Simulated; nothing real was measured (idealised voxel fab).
Process module in this document: voxel transistor to metal
Square cells of 5 nm make up the cross-section cut, whose width is 185 nm.
This document writes a cross-section as a grid whose cells are square, and gives it as bands, listed from the top down; one or more rows of cells form a band. Top height, bottom height, nm. Materials left to right, width each, nm. Single material + "everywhere" = fills band edge to edge. "empty" = empty. Beneath 0, the wafer as received is one material, and that level is where height counting begins. The lowest band goes on downward without a bottom; it is written like "from 0 down". The notation "30->40" denotes a width that varies across the rows of cells in the band, beginning at the first number in the top row, finishing at the second number in the bottom row, and changing by an identical amount from each row to the next. For the purposes of this document, the phrase "nothing changed" attached to a step denotes that no cell within the cross-section was modified by that step. Cavities, sealed: empty space of 8 cells or more with no open way to the top, each as width x height at its distance from the left edge, in nm. Text after the settings on a step's line: the simulator's own remark on that step. The setting "overlay nm" may be written on the line of a step. When the step uses a mask, the value reports how far to the right of the planned place the mask lay, and a negative value reports that it lay to the left. Quick note on how to read the rest: it's all pairs. You get the cross-section before a process step and the one after, but the after one only goes down as far as the lowest band that changed. The step in between, with its settings, sits under the pair. Heads up, the pairs can come from different runs of this module on the same starting wafer, so don't assume a pair picks up from the one above unless its "Before processing" entry says it does.
BEFORE PROCESSING
> from 0 down | Si everywhere
> Cavities, sealed: none
RESULTING STRUCTURE
> from 0 to -5 | SiO2 everywhere
> At heights below -5, the structure remains unaltered.
> Cavities, sealed: none
the step between: OXIDIZE (depth nm 5)
Before processing: look at the pair above, its after cross-section is where this step starts.
RESULTING STRUCTURE
> from 10 to 0 | SiN everywhere
> At heights below 0, the structure remains unaltered.
> Cavities, sealed: none
the step between: CONFORMAL_DEP (material SiN; thk nm 10)
Before processing: look at the pair above, its after cross-section is where this step starts.
RESULTING STRUCTURE
> from 10 to 0 | empty 35, SiN 115, empty 35
> At heights below 0, the structure remains unaltered.
> Cavities, sealed: none
the step between: MASKED_ETCH (tone cover; mask id ACTIVE; width nm 115; etch materials SiN; depth nm 10; overlay nm 0)
Before processing: look at the pair above, its after cross-section is where this step starts.
RESULTING STRUCTURE
> from 10 to 0 | empty 35, SiN 115, empty 35
> from 0 to -5 | empty 35, SiO2 115, empty 35
> At heights below -5, the structure remains unaltered.
> Cavities, sealed: none
the step between: MASKED_ETCH (tone cover; mask id ACTIVE; width nm 115; etch materials SiO2; depth nm 5; overlay nm 0)
Before processing: look at the pair above, its after cross-section is where this step starts.
RESULTING STRUCTURE
> from 10 to 0 | empty 35, SiN 115, empty 35
> from 0 to -5 | empty 35, SiO2 115, empty 35
> from -5 to -40 | empty 35, Si 115, empty 35
> At heights below -40, the structure remains unaltered.
> Cavities, sealed: none
the step between: MASKED_ETCH (tone cover; mask id ACTIVE; width nm 115; etch materials Si; depth nm 35; overlay nm 0)
Before processing: look at the pair above, its after cross-section is where this step starts.
RESULTING STRUCTURE
> from 10 to 0 | empty 35, SiN 115, empty 35
> from 0 to -5 | empty 35, SiO2 115, empty 35
> from -5 to -40 | empty 35, SiO2 5, Si 105, SiO2 5, empty 35
> from -40 to -45 | SiO2 40, Si 105, SiO2 40
> At heights below -45, the structure remains unaltered.
> Cavities, sealed: none
the step between: OXIDIZE (depth nm 5)
Before processing: look at the pair above, its after cross-section is where this step starts.
RESULTING STRUCTURE
> from 20 to 10 | SiO2 everywhere
> from 10 to 0 | SiO2 35, SiN 115, SiO2 35
> from 0 to -5 | SiO2 everywhere
> from -5 to -45 | SiO2 40, Si 105, SiO2 40
> At heights below -45, the structure remains unaltered.
> Cavities, sealed: none
the step between: FILL_DEP (material SiO2; thk nm 10)
Before processing: look at the pair above, its after cross-section is where this step starts.
RESULTING STRUCTURE
> from 10 to 0 | SiO2 35, SiN 115, SiO2 35
> At heights below 0, the structure remains unaltered.
> Cavities, sealed: none
the step between: CMP (height nm 10)
Before processing: look at the pair above, its after cross-section is where this step starts.
RESULTING STRUCTURE
> from 10 to 0 | empty 35, SiN 115, empty 35
> At heights below 0, the structure remains unaltered.
> Cavities, sealed: none
the step between: SELECTIVE_ETCH (etch materials SiO2; depth nm 10)
Before processing: look at the pair above, its after cross-section is where this step starts.
RESULTING STRUCTURE
> from 0 to -5 | SiO2 everywhere
> At heights below -5, the structure remains unaltered.
> Cavities, sealed: none
the step between: STRIP (etch materials SiN)
Before processing: look at the pair above, its after cross-section is where this step starts.
RESULTING STRUCTURE
> from -5 to -45 | SiO2 40, Si 105, SiO2 40
> At heights below -45, the structure remains unaltered.
> Cavities, sealed: none
the step between: SELECTIVE_ETCH (etch materials SiO2; depth nm 5)
Before processing: look at the pair above, its after cross-section is where this step starts.
RESULTING STRUCTURE
> from -5 to -10 | SiO2 everywhere
> At heights below -10, the structure remains unaltered.
> Cavities, sealed: none
the step between: OXIDIZE (depth nm 5)
Before processing: look at the pair above, its after cross-section is where this step starts.
RESULTING STRUCTURE
> from 20 to -5 | polySi everywhere
> At heights below -5, the structure remains unaltered.
> Cavities, sealed: none
the step between: DIRECTIONAL_DEP (material polySi; thk nm 25)
Before processing: look at the pair above, its after cross-section is where this step starts.
RESULTING STRUCTURE
> from 35 to 20 | SiCN everywhere
> At heights below 20, the structure remains unaltered.
> Cavities, sealed: none
the step between: DIRECTIONAL_DEP (material SiCN; thk nm 15)
Before processing: look at the pair above, its after cross-section is where this step starts.
RESULTING STRUCTURE
> from 55 to 35 | empty 75, resist 35, empty 75
> At heights below 35, the structure remains unaltered.
> Cavities, sealed: none
the step between: PATTERN (tone cover; mask id GATE; material resist; width nm 35; thk nm 20; overlay nm 0)
Before processing: look at the pair above, its after cross-section is where this step starts.
RESULTING STRUCTURE
> from 55 to 35 | empty 75, resist 35, empty 75
> from 35 to 20 | empty 75, SiCN 35, empty 75
> At heights below 20, the structure remains unaltered.
> Cavities, sealed: none
the step between: DIRECTIONAL_ETCH (etch materials SiCN; depth nm 25)
Before processing: look at the pair above, its after cross-section is where this step starts.
RESULTING STRUCTURE
> from 55 to 35 | empty 75, resist 35, empty 75
> from 35 to 20 | empty 75, SiCN 35, empty 75
> from 20 to -5 | empty 75, polySi 35, empty 75
> At heights below -5, the structure remains unaltered.
> Cavities, sealed: none
the step between: DIRECTIONAL_ETCH (etch materials polySi; depth nm 35)
Before processing: look at the pair above, its after cross-section is where this step starts.
RESULTING STRUCTURE
> from 35 to 20 | empty 75, SiCN 35, empty 75
> At heights below 20, the structure remains unaltered.
> Cavities, sealed: none
the step between: STRIP (etch materials resist)
Before processing: look at the pair above, its after cross-section is where this step starts.
RESULTING STRUCTURE
> from 45 to 35 | empty 65, SiN 55, empty 65
> from 35 to 20 | empty 65, SiN 10, SiCN 35, SiN 10, empty 65
> from 20 to 5 | empty 65, SiN 10, polySi 35, SiN 10, empty 65
> from 5 to -5 | SiN 75, polySi 35, SiN 75
> At heights below -5, the structure remains unaltered.
> Cavities, sealed: none
the step between: CONFORMAL_DEP (material SiN; thk nm 10)
Before processing: look at the pair above, its after cross-section is where this step starts.
RESULTING STRUCTURE
> from 35 to 20 | empty 65, SiN 10, SiCN 35, SiN 10, empty 65
> from 20 to -5 | empty 65, SiN 10, polySi 35, SiN 10, empty 65
> At heights below -5, the structure remains unaltered.
> Cavities, sealed: none
the step between: DIRECTIONAL_ETCH (etch materials SiN; depth nm 10)
Before processing: look at the pair above, its after cross-section is where this step starts.
RESULTING STRUCTURE
> from 35 to 20 | empty 65, SiN 10, SiCN 35, SiN 10, empty 65
> from 20 to -5 | empty 65, SiN 10, polySi 35, SiN 10, empty 65
> from -5 to -10 | empty 65, SiO2 55, empty 65
> At heights below -10, the structure remains unaltered.
> Cavities, sealed: none
the step between: DIRECTIONAL_ETCH (etch materials SiO2; depth nm 5)
Before processing: look at the pair above, its after cross-section is where this step starts.
RESULTING STRUCTURE
> from 35 to 20 | empty 65, SiN 10, SiCN 35, SiN 10, empty 65
> from 20 to -5 | empty 65, SiN 10, polySi 35, SiN 10, empty 65
> from -5 to -10 | empty 65, SiO2 55, empty 65
> from -10 to -25 | SiO2 40, empty 25, Si 55, empty 25, SiO2 40
> At heights below -25, the structure remains unaltered.
> Cavities, sealed: none
the step between: DIRECTIONAL_ETCH (etch materials Si; depth nm 15)
Before processing: look at the pair above, its after cross-section is where this step starts.
RESULTING STRUCTURE
> from 35 to 20 | empty 65, SiN 10, SiCN 35, SiN 10, empty 65
> from 20 to 5 | empty 65, SiN 10, polySi 35, SiN 10, empty 65
> from 5 to -5 | empty 50, pSi 15, SiN 10, polySi 35, SiN 10, pSi 15, empty 50
> from -5 to -10 | empty 50, pSi 15, SiO2 55, pSi 15, empty 50
> from -10 to -25 | SiO2 40, pSi 25, Si 55, pSi 25, SiO2 40
> At heights below -25, the structure remains unaltered.
> Cavities, sealed: none
the step between: EPI (material pSi; thk nm 15)
Before processing: look at the pair above, its after cross-section is where this step starts.
RESULTING STRUCTURE
> from 45 to 35 | SiO2 everywhere
> from 35 to 20 | SiO2 65, SiN 10, SiCN 35, SiN 10, SiO2 65
> from 20 to 5 | SiO2 65, SiN 10, polySi 35, SiN 10, SiO2 65
> from 5 to -5 | SiO2 50, pSi 15, SiN 10, polySi 35, SiN 10, pSi 15, SiO2 50
> from -5 to -10 | SiO2 50, pSi 15, SiO2 55, pSi 15, SiO2 50
> At heights below -10, the structure remains unaltered.
> Cavities, sealed: none
the step between: FILL_DEP (material SiO2; thk nm 10)
Before processing: look at the pair above, its after cross-section is where this step starts.
RESULTING STRUCTURE
> from 20 to 5 | SiO2 65, SiN 10, polySi 35, SiN 10, SiO2 65
> At heights below 5, the structure remains unaltered.
> Cavities, sealed: none
the step between: CMP (height nm 20)
Before processing: look at the pair above, its after cross-section is where this step starts.
RESULTING STRUCTURE
> from 20 to 5 | SiO2 65, SiN 10, empty 35, SiN 10, SiO2 65
> from 5 to -5 | SiO2 50, pSi 15, SiN 10, empty 35, SiN 10, pSi 15, SiO2 50
> At heights below -5, the structure remains unaltered.
> Cavities, sealed: none
the step between: STRIP (etch materials polySi)
Before processing: look at the pair above, its after cross-section is where this step starts.
RESULTING STRUCTURE
> from 20 to 15 | empty 65, SiN 10, empty 35, SiN 10, empty 65
> from 15 to 5 | SiO2 65, SiN 10, empty 35, SiN 10, SiO2 65
> from 5 to -5 | SiO2 50, pSi 15, SiN 10, empty 35, SiN 10, pSi 15, SiO2 50
> from -5 to -10 | SiO2 50, pSi 15, SiO2 5, empty 45, SiO2 5, pSi 15, SiO2 50
> At heights below -10, the structure remains unaltered.
> Cavities, sealed: none
the step between: SELECTIVE_ETCH (etch materials SiO2; depth nm 5)
Before processing: look at the pair above, its after cross-section is where this step starts.
RESULTING STRUCTURE
> from 25 to 20 | empty 60, HfO2 20, empty 25, HfO2 20, empty 60
> from 20 to 15 | HfO2 65, SiN 10, HfO2 5, empty 25, HfO2 5, SiN 10, HfO2 65
> from 15 to 5 | SiO2 65, SiN 10, HfO2 5, empty 25, HfO2 5, SiN 10, SiO2 65
> from 5 to -5 | SiO2 50, pSi 15, SiN 10, HfO2 5, empty 25, HfO2 5, SiN 10, pSi 15, SiO2 50
> from -5 to -10 | SiO2 50, pSi 15, SiO2 5, HfO2 45, SiO2 5, pSi 15, SiO2 50
> At heights below -10, the structure remains unaltered.
> Cavities, sealed: none
the step between: CONFORMAL_DEP (material HfO2; thk nm 5)
Before processing: look at the pair above, its after cross-section is where this step starts.
RESULTING STRUCTURE
> from 30 to 25 | empty 55, TiN 30, empty 15, TiN 30, empty 55
> from 25 to 20 | TiN 60, HfO2 20, TiN 5, empty 15, TiN 5, HfO2 20, TiN 60
> from 20 to 15 | HfO2 65, SiN 10, HfO2 5, TiN 5, empty 15, TiN 5, HfO2 5, SiN 10, HfO2 65
> from 15 to 5 | SiO2 65, SiN 10, HfO2 5, TiN 5, empty 15, TiN 5, HfO2 5, SiN 10, SiO2 65
> from 5 to 0 | SiO2 50, pSi 15, SiN 10, HfO2 5, TiN 5, empty 15, TiN 5, HfO2 5, SiN 10, pSi 15, SiO2 50
> from 0 to -5 | SiO2 50, pSi 15, SiN 10, HfO2 5, TiN 25, HfO2 5, SiN 10, pSi 15, SiO2 50
> At heights below -5, the structure remains unaltered.
> Cavities, sealed: none
the step between: CONFORMAL_DEP (material TiN; thk nm 5)
Before processing: look at the pair above, its after cross-section is where this step starts.
RESULTING STRUCTURE
> from 40 to 30 | W everywhere
> from 30 to 25 | W 55, TiN 30, W 15, TiN 30, W 55
> from 25 to 20 | TiN 60, HfO2 20, TiN 5, W 15, TiN 5, HfO2 20, TiN 60
> from 20 to 15 | HfO2 65, SiN 10, HfO2 5, TiN 5, W 15, TiN 5, HfO2 5, SiN 10, HfO2 65
> from 15 to 5 | SiO2 65, SiN 10, HfO2 5, TiN 5, W 15, TiN 5, HfO2 5, SiN 10, SiO2 65
> from 5 to 0 | SiO2 50, pSi 15, SiN 10, HfO2 5, TiN 5, W 15, TiN 5, HfO2 5, SiN 10, pSi 15, SiO2 50
> At heights below 0, the structure remains unaltered.
> Cavities, sealed: none
the step between: FILL_DEP (material W; thk nm 10)
Before processing: look at the pair above, its after cross-section is where this step starts.
RESULTING STRUCTURE
> from 15 to 5 | SiO2 65, SiN 10, HfO2 5, TiN 5, W 15, TiN 5, HfO2 5, SiN 10, SiO2 65
> At heights below 5, the structure remains unaltered.
> Cavities, sealed: none
the step between: CMP (height nm 15)
Before processing: look at the pair above, its after cross-section is where this step starts.
RESULTING STRUCTURE
> from 25 to 15 | SiO2 everywhere
> At heights below 15, the structure remains unaltered.
> Cavities, sealed: none
the step between: DIRECTIONAL_DEP (material SiO2; thk nm 10)
Before processing: look at the pair above, its after cross-section is where this step starts.
RESULTING STRUCTURE
> from 45 to 25 | resist 45, empty 15, resist 65, empty 15, resist 45
> At heights below 25, the structure remains unaltered.
> Cavities, sealed: none
the step between: PATTERN (tone open; mask id CONTACT; material resist; width nm 15; pitch nm 80; thk nm 20; overlay nm 0)
Before processing: look at the pair above, its after cross-section is where this step starts.
RESULTING STRUCTURE
> from 45 to 25 | resist 45, empty 15, resist 65, empty 15, resist 45
> from 25 to 15 | SiO2 45, empty 15, SiO2 65, empty 15, SiO2 45
> from 15 to 5 | SiO2 45, empty 15, SiO2 5, SiN 10, HfO2 5, TiN 5, W 15, TiN 5, HfO2 5, SiN 10, SiO2 5, empty 15, SiO2 45
> from 5 to 0 | SiO2 45, empty 5, pSi 15, SiN 10, HfO2 5, TiN 5, W 15, TiN 5, HfO2 5, SiN 10, pSi 15, empty 5, SiO2 45
> from 0 to -5 | SiO2 45, empty 5, pSi 15, SiN 10, HfO2 5, TiN 25, HfO2 5, SiN 10, pSi 15, empty 5, SiO2 45
> from -5 to -10 | SiO2 45, empty 5, pSi 15, SiO2 5, HfO2 45, SiO2 5, pSi 15, empty 5, SiO2 45
> At heights below -10, the structure remains unaltered.
> Cavities, sealed: none
the step between: DIRECTIONAL_ETCH (etch materials SiO2; depth nm 35)
Before processing: look at the pair above, its after cross-section is where this step starts.
RESULTING STRUCTURE
> from 25 to 15 | SiO2 45, empty 15, SiO2 65, empty 15, SiO2 45
> At heights below 15, the structure remains unaltered.
> Cavities, sealed: none
the step between: STRIP (etch materials resist)
Before processing: look at the pair above, its after cross-section is where this step starts.
RESULTING STRUCTURE
> from 30 to 25 | TiN 50, empty 5, TiN 75, empty 5, TiN 50
> from 25 to 15 | SiO2 45, TiN 5, empty 5, TiN 5, SiO2 65, TiN 5, empty 5, TiN 5, SiO2 45
> from 15 to 10 | SiO2 45, TiN 5, empty 5, TiN 5, SiO2 5, SiN 10, HfO2 5, TiN 5, W 15, TiN 5, HfO2 5, SiN 10, SiO2 5, TiN 5, empty 5, TiN 5, SiO2 45
> from 10 to 5 | SiO2 45, TiN 15, SiO2 5, SiN 10, HfO2 5, TiN 5, W 15, TiN 5, HfO2 5, SiN 10, SiO2 5, TiN 15, SiO2 45
> from 5 to 0 | SiO2 45, TiN 5, pSi 15, SiN 10, HfO2 5, TiN 5, W 15, TiN 5, HfO2 5, SiN 10, pSi 15, TiN 5, SiO2 45
> from 0 to -5 | SiO2 45, TiN 5, pSi 15, SiN 10, HfO2 5, TiN 25, HfO2 5, SiN 10, pSi 15, TiN 5, SiO2 45
> from -5 to -10 | SiO2 45, TiN 5, pSi 15, SiO2 5, HfO2 45, SiO2 5, pSi 15, TiN 5, SiO2 45
> At heights below -10, the structure remains unaltered.
> Cavities, sealed: none
the step between: CONFORMAL_DEP (material TiN; thk nm 5)
Before processing: look at the pair above, its after cross-section is where this step starts.
RESULTING STRUCTURE
> from 35 to 30 | W everywhere
> from 30 to 25 | TiN 50, W 5, TiN 75, W 5, TiN 50
> from 25 to 15 | SiO2 45, TiN 5, W 5, TiN 5, SiO2 65, TiN 5, W 5, TiN 5, SiO2 45
> from 15 to 10 | SiO2 45, TiN 5, W 5, TiN 5, SiO2 5, SiN 10, HfO2 5, TiN 5, W 15, TiN 5, HfO2 5, SiN 10, SiO2 5, TiN 5, W 5, TiN 5, SiO2 45
> At heights below 10, the structure remains unaltered.
> Cavities, sealed: none
the step between: FILL_DEP (material W; thk nm 5)
Before processing: look at the pair above, its after cross-section is where this step starts.
RESULTING STRUCTURE
> from 25 to 15 | SiO2 45, TiN 5, W 5, TiN 5, SiO2 65, TiN 5, W 5, TiN 5, SiO2 45
> At heights below 15, the structure remains unaltered.
> Cavities, sealed: none
the step between: CMP (height nm 25)
Before processing: look at the pair above, its after cross-section is where this step starts.
RESULTING STRUCTURE
> from 30 to 25 | SiN everywhere
> At heights below 25, the structure remains unaltered.
> Cavities, sealed: none
the step between: CONFORMAL_DEP (material SiN; thk nm 5)
Before processing: look at the pair above, its after cross-section is where this step starts.
RESULTING STRUCTURE
> from 45 to 30 | SiO2 everywhere
> At heights below 30, the structure remains unaltered.
> Cavities, sealed: none
the step between: DIRECTIONAL_DEP (material SiO2; thk nm 15)
Before processing: look at the pair above, its after cross-section is where this step starts.
RESULTING STRUCTURE
> from 45 to 30 | SiO2 45, empty 15, SiO2 65, empty 15, SiO2 45
> At heights below 30, the structure remains unaltered.
> Cavities, sealed: none
the step between: MASKED_ETCH (tone open; mask id METAL_1; width nm 15; pitch nm 80; etch materials SiO2; depth nm 15; overlay nm 0)
Before processing: look at the pair above, its after cross-section is where this step starts.
RESULTING STRUCTURE
> from 45 to 30 | SiO2 45, empty 15, SiO2 65, empty 15, SiO2 45
> from 30 to 25 | SiN 45, empty 15, SiN 65, empty 15, SiN 45
> At heights below 25, the structure remains unaltered.
> Cavities, sealed: none
the step between: MASKED_ETCH (tone open; mask id METAL_1; width nm 15; pitch nm 80; etch materials SiN; depth nm 5; overlay nm 0)
Before processing: look at the pair above, its after cross-section is where this step starts.
RESULTING STRUCTURE
> from 50 to 45 | TiN 50, empty 5, TiN 75, empty 5, TiN 50
> from 45 to 30 | SiO2 45, TiN 5, empty 5, TiN 5, SiO2 65, TiN 5, empty 5, TiN 5, SiO2 45
> from 30 to 25 | SiN 45, TiN 15, SiN 65, TiN 15, SiN 45
> At heights below 25, the structure remains unaltered.
> Cavities, sealed: none
the step between: CONFORMAL_DEP (material TiN; thk nm 5)
Before processing: look at the pair above, its after cross-section is where this step starts.
RESULTING STRUCTURE
> from 60 to 50 | Cu everywhere
> from 50 to 45 | TiN 50, Cu 5, TiN 75, Cu 5, TiN 50
> from 45 to 30 | SiO2 45, TiN 5, Cu 5, TiN 5, SiO2 65, TiN 5, Cu 5, TiN 5, SiO2 45
> At heights below 30, the structure remains unaltered.
> Cavities, sealed: none
the step between: FILL_DEP (material Cu; thk nm 10)
Before processing: look at the pair above, its after cross-section is where this step starts.
RESULTING STRUCTURE
> from 45 to 30 | SiO2 45, TiN 5, Cu 5, TiN 5, SiO2 65, TiN 5, Cu 5, TiN 5, SiO2 45
> At heights below 30, the structure remains unaltered.
> Cavities, sealed: none
the step between: CMP (height nm 45)
Before processing: look at the pair above, its after cross-section is where this step starts.
RESULTING STRUCTURE
> from 50 to 45 | SiCN everywhere
> At heights below 45, the structure remains unaltered.
> Cavities, sealed: none
the step between: CONFORMAL_DEP (material SiCN; thk nm 5)
Before processing: look at the pair above, its after cross-section is where this step starts.
RESULTING STRUCTURE
> from 80 to 50 | SiO2 everywhere
> At heights below 50, the structure remains unaltered.
> Cavities, sealed: none
the step between: DIRECTIONAL_DEP (material SiO2; thk nm 30)
Before processing: look at the pair above, its after cross-section is where this step starts.
RESULTING STRUCTURE
> from 80 to 60 | SiO2 45, empty 15, SiO2 65, empty 15, SiO2 45
> At heights below 60, the structure remains unaltered.
> Cavities, sealed: none
the step between: MASKED_ETCH (tone open; mask id METAL_2; width nm 15; pitch nm 80; etch materials SiO2; depth nm 20; overlay nm 0)
Before processing: look at the pair above, its after cross-section is where this step starts.
RESULTING STRUCTURE
> from 100 to 80 | resist 45, empty 15, resist 65, empty 15, resist 45
> At heights below 80, the structure remains unaltered.
> Cavities, sealed: none
the step between: PATTERN (tone open; mask id METAL_2_HOLES; material resist; width nm 15; pitch nm 80; thk nm 20; overlay nm 0)
Before processing: look at the pair above, its after cross-section is where this step starts.
RESULTING STRUCTURE
> from 100 to 80 | resist 45, empty 15, resist 65, empty 15, resist 45
> from 80 to 50 | SiO2 45, empty 15, SiO2 65, empty 15, SiO2 45
> At heights below 50, the structure remains unaltered.
> Cavities, sealed: none
the step between: DIRECTIONAL_ETCH (etch materials SiO2; depth nm 10)
Before processing: look at the pair above, its after cross-section is where this step starts.
RESULTING STRUCTURE
> from 100 to 80 | resist 45, empty 15, resist 65, empty 15, resist 45
> from 80 to 50 | SiO2 45, empty 15, SiO2 65, empty 15, SiO2 45
> from 50 to 45 | SiCN 45, empty 15, SiCN 65, empty 15, SiCN 45
> At heights below 45, the structure remains unaltered.
> Cavities, sealed: none
the step between: DIRECTIONAL_ETCH (etch materials SiCN; depth nm 5)
Before processing: look at the pair above, its after cross-section is where this step starts.
RESULTING STRUCTURE
> from 80 to 50 | SiO2 45, empty 15, SiO2 65, empty 15, SiO2 45
> At heights below 50, the structure remains unaltered.
> Cavities, sealed: none
the step between: STRIP (etch materials resist)
Before processing: look at the pair above, its after cross-section is where this step starts.
RESULTING STRUCTURE
> from 85 to 80 | TiN 50, empty 5, TiN 75, empty 5, TiN 50
> from 80 to 50 | SiO2 45, TiN 5, empty 5, TiN 5, SiO2 65, TiN 5, empty 5, TiN 5, SiO2 45
> from 50 to 45 | SiCN 45, TiN 15, SiCN 65, TiN 15, SiCN 45
> At heights below 45, the structure remains unaltered.
> Cavities, sealed: none
the step between: CONFORMAL_DEP (material TiN; thk nm 5)
Before processing: look at the pair above, its after cross-section is where this step starts.
RESULTING STRUCTURE
> from 95 to 85 | Cu everywhere
> from 85 to 80 | TiN 50, Cu 5, TiN 75, Cu 5, TiN 50
> from 80 to 50 | SiO2 45, TiN 5, Cu 5, TiN 5, SiO2 65, TiN 5, Cu 5, TiN 5, SiO2 45
> At heights below 50, the structure remains unaltered.
> Cavities, sealed: none
the step between: FILL_DEP (material Cu; thk nm 10)
Before processing: look at the pair above, its after cross-section is where this step starts.
RESULTING STRUCTURE
> from 80 to 50 | SiO2 45, TiN 5, Cu 5, TiN 5, SiO2 65, TiN 5, Cu 5, TiN 5, SiO2 45
> At heights below 50, the structure remains unaltered.
> Cavities, sealed: none
the step between: CMP (height nm 80)
Before processing: look at the pair above, its after cross-section is where this step starts.
RESULTING STRUCTURE
> from 85 to 80 | SiN everywhere
> At heights below 80, the structure remains unaltered.
> Cavities, sealed: none
the step between: CONFORMAL_DEP (material SiN; thk nm 5)
BEFORE PROCESSING
> from 20 to 15 | empty 65, SiN 10, empty 35, SiN 10, empty 65
> from 15 to 5 | SiO2 65, SiN 10, empty 35, SiN 10, SiO2 65
> from 5 to -5 | SiO2 50, pSi 15, SiN 10, empty 35, SiN 10, pSi 15, SiO2 50
> from -5 to -10 | SiO2 50, pSi 15, SiO2 5, empty 45, SiO2 5, pSi 15, SiO2 50
> from -10 to -25 | SiO2 40, pSi 25, Si 55, pSi 25, SiO2 40
> from -25 to -45 | SiO2 40, Si 105, SiO2 40
> from -45 down | Si everywhere
> Cavities, sealed: none
RESULTING STRUCTURE
> from 25 to 20 | empty 60, TiN 20, empty 25, TiN 20, empty 60
> from 20 to 15 | TiN 65, SiN 10, TiN 5, empty 25, TiN 5, SiN 10, TiN 65
> from 15 to 5 | SiO2 65, SiN 10, TiN 5, empty 25, TiN 5, SiN 10, SiO2 65
> from 5 to -5 | SiO2 50, pSi 15, SiN 10, TiN 5, empty 25, TiN 5, SiN 10, pSi 15, SiO2 50
> from -5 to -10 | SiO2 50, pSi 15, SiO2 5, TiN 45, SiO2 5, pSi 15, SiO2 50
> At heights below -10, the structure remains unaltered.
> Cavities, sealed: none
the step between: CONFORMAL_DEP (material TiN; thk nm 5)
Before processing: look at the pair above, its after cross-section is where this step starts.
RESULTING STRUCTURE
> from 35 to 25 | W everywhere
> from 25 to 20 | W 60, TiN 20, W 25, TiN 20, W 60
> from 20 to 15 | TiN 65, SiN 10, TiN 5, W 25, TiN 5, SiN 10, TiN 65
> from 15 to 5 | SiO2 65, SiN 10, TiN 5, W 25, TiN 5, SiN 10, SiO2 65
> from 5 to -5 | SiO2 50, pSi 15, SiN 10, TiN 5, W 25, TiN 5, SiN 10, pSi 15, SiO2 50
> At heights below -5, the structure remains unaltered.
> Cavities, sealed: none
the step between: FILL_DEP (material W; thk nm 10)
Before processing: look at the pair above, its after cross-section is where this step starts.
RESULTING STRUCTURE
> from 15 to 5 | SiO2 65, SiN 10, TiN 5, W 25, TiN 5, SiN 10, SiO2 65
> At heights below 5, the structure remains unaltered.
> Cavities, sealed: none
the step between: CMP (height nm 15)
Before processing: look at the pair above, its after cross-section is where this step starts.
RESULTING STRUCTURE
> from 25 to 15 | SiO2 everywhere
> At heights below 15, the structure remains unaltered.
> Cavities, sealed: none
the step between: DIRECTIONAL_DEP (material SiO2; thk nm 10)
Before processing: look at the pair above, its after cross-section is where this step starts.
RESULTING STRUCTURE
> from 45 to 25 | resist 45, empty 15, resist 65, empty 15, resist 45
> At heights below 25, the structure remains unaltered.
> Cavities, sealed: none
the step between: PATTERN (tone open; mask id CONTACT; material resist; width nm 15; pitch nm 80; thk nm 20; overlay nm 0)
Before processing: look at the pair above, its after cross-section is where this step starts.
RESULTING STRUCTURE
> from 45 to 25 | resist 45, empty 15, resist 65, empty 15, resist 45
> from 25 to 15 | SiO2 45, empty 15, SiO2 65, empty 15, SiO2 45
> from 15 to 5 | SiO2 45, empty 15, SiO2 5, SiN 10, TiN 5, W 25, TiN 5, SiN 10, SiO2 5, empty 15, SiO2 45
> from 5 to -5 | SiO2 45, empty 5, pSi 15, SiN 10, TiN 5, W 25, TiN 5, SiN 10, pSi 15, empty 5, SiO2 45
> from -5 to -10 | SiO2 45, empty 5, pSi 15, SiO2 5, TiN 45, SiO2 5, pSi 15, empty 5, SiO2 45
> At heights below -10, the structure remains unaltered.
> Cavities, sealed: none
the step between: DIRECTIONAL_ETCH (etch materials SiO2; depth nm 35)
Before processing: look at the pair above, its after cross-section is where this step starts.
RESULTING STRUCTURE
> from 25 to 15 | SiO2 45, empty 15, SiO2 65, empty 15, SiO2 45
> At heights below 15, the structure remains unaltered.
> Cavities, sealed: none
the step between: STRIP (etch materials resist)
Before processing: look at the pair above, its after cross-section is where this step starts.
RESULTING STRUCTURE
> from 30 to 25 | TiN 50, empty 5, TiN 75, empty 5, TiN 50
> from 25 to 15 | SiO2 45, TiN 5, empty 5, TiN 5, SiO2 65, TiN 5, empty 5, TiN 5, SiO2 45
> from 15 to 10 | SiO2 45, TiN 5, empty 5, TiN 5, SiO2 5, SiN 10, TiN 5, W 25, TiN 5, SiN 10, SiO2 5, TiN 5, empty 5, TiN 5, SiO2 45
> from 10 to 5 | SiO2 45, TiN 15, SiO2 5, SiN 10, TiN 5, W 25, TiN 5, SiN 10, SiO2 5, TiN 15, SiO2 45
> from 5 to -5 | SiO2 45, TiN 5, pSi 15, SiN 10, TiN 5, W 25, TiN 5, SiN 10, pSi 15, TiN 5, SiO2 45
> from -5 to -10 | SiO2 45, TiN 5, pSi 15, SiO2 5, TiN 45, SiO2 5, pSi 15, TiN 5, SiO2 45
> At heights below -10, the structure remains unaltered.
> Cavities, sealed: none
the step between: CONFORMAL_DEP (material TiN; thk nm 5)
Before processing: look at the pair above, its after cross-section is where this step starts.
RESULTING STRUCTURE
> from 35 to 30 | W everywhere
> from 30 to 25 | TiN 50, W 5, TiN 75, W 5, TiN 50
> from 25 to 15 | SiO2 45, TiN 5, W 5, TiN 5, SiO2 65, TiN 5, W 5, TiN 5, SiO2 45
> from 15 to 10 | SiO2 45, TiN 5, W 5, TiN 5, SiO2 5, SiN 10, TiN 5, W 25, TiN 5, SiN 10, SiO2 5, TiN 5, W 5, TiN 5, SiO2 45
> At heights below 10, the structure remains unaltered.
> Cavities, sealed: none
the step between: FILL_DEP (material W; thk nm 5)
Before processing: look at the pair above, its after cross-section is where this step starts.
RESULTING STRUCTURE
> from 25 to 15 | SiO2 45, TiN 5, W 5, TiN 5, SiO2 65, TiN 5, W 5, TiN 5, SiO2 45
> At heights below 15, the structure remains unaltered.
> Cavities, sealed: none
the step between: CMP (height nm 25)
Before processing: look at the pair above, its after cross-section is where this step starts.
RESULTING STRUCTURE
> from 30 to 25 | SiN everywhere
> At heights below 25, the structure remains unaltered.
> Cavities, sealed: none
the step between: CONFORMAL_DEP (material SiN; thk nm 5)
Before processing: look at the pair above, its after cross-section is where this step starts.
RESULTING STRUCTURE
> from 45 to 30 | SiO2 everywhere
> At heights below 30, the structure remains unaltered.
> Cavities, sealed: none
the step between: DIRECTIONAL_DEP (material SiO2; thk nm 15)
Before processing: look at the pair above, its after cross-section is where this step starts.
RESULTING STRUCTURE
> from 45 to 30 | SiO2 45, empty 15, SiO2 65, empty 15, SiO2 45
> At heights below 30, the structure remains unaltered.
> Cavities, sealed: none
the step between: MASKED_ETCH (tone open; mask id METAL_1; width nm 15; pitch nm 80; etch materials SiO2; depth nm 15; overlay nm 0)
